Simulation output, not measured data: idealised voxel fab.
Process module name: voxel local oxidation
Cross-sectional view cut (width: 190 nm; square cell size: 5 nm).
A cross-section is a grid of square cells, given in bands from the top down. A band is one or more rows of cells. Per band: top height and bottom height in nm, followed by the left-to-right materials and their widths in nm; "everywhere" marks a single material spanning edge to edge, "blank" marks empty space. Zero point of the height axis is 0; under it, received wafer = one material. Lowest band: continues down indefinitely, "0..down". Note: "30->40" means the width goes from the first number (top row of the band) to the second number (bottom row) in equal steps per row of cells. Step note "no alterations made" = no cross-section cell changed. The label "Sealed cavities" introduces a list of the empty spaces, 8 cells or larger, that have no open way up to the top; each entry in it reads width x height at distance, where the distance is taken from the left edge and all three are stated in nm. On a step's line, text after the settings is the simulator commenting on that step. overlay nm: step with mask; distance mask lay right of planned place; negative value = left of planned place.

[Planned process steps]
| 1 | RECEIVE: material Si |
| 2 | CONFORMAL_DEP: material SiO2, thk nm 5 |
| 3 | CONFORMAL_DEP: material SiN, thk nm 15 |
| 4 | MASKED_ETCH: tone cover, mask id ACTIVE, width nm 105, etch materials SiN, depth nm 15, overlay nm 0 |
| 5 | SELECTIVE_ETCH: etch materials SiO2, depth nm 5 |
| 6 | OXIDIZE: depth nm 5 |
| 7 | STRIP: etch materials SiN |
Variable across wafers: step 6 depth nm (plan value is that of the first wafer; starting state common to all).

[So this is the first of several wafers, cross-sectioned as it came to us, meaning it's at the end of step 1]
	0..down  Si everywhere
	Sealed cavities: none

[The cross-section of the first of several wafers is given below for the end of the module, after its final step, step 7]
	5..0  blank=45 / SiO2=95 / blank=50
	0..-5  SiO2=50 / Si=85 / SiO2=55
	-5..down  Si everywhere
	Sealed cavities: none

[Sectional view of the last wafer upon completion of the module]
	5..0  blank=45 / SiO2=95 / blank=50
	0..-25  SiO2=70 / Si=45 / SiO2=75
	-25..down  Si everywhere
	Sealed cavities: none

[What follows is a table in which each wafer occupies a row; for the wafer as it stands at the close of the module, the row states, material by material, how many cells have been gained (+) or lost (-) since receipt, and then gives its closed voids]
depth nm 5; -21 Si; +40 SiO2; Sealed cavities: none
depth nm 10; -46 Si; +65 SiO2; Sealed cavities: none
depth nm 15; -75 Si; +94 SiO2; Sealed cavities: none
depth nm 20; -108 Si; +127 SiO2; Sealed cavities: none
depth nm 25; -145 Si; +164 SiO2; Sealed cavities: none
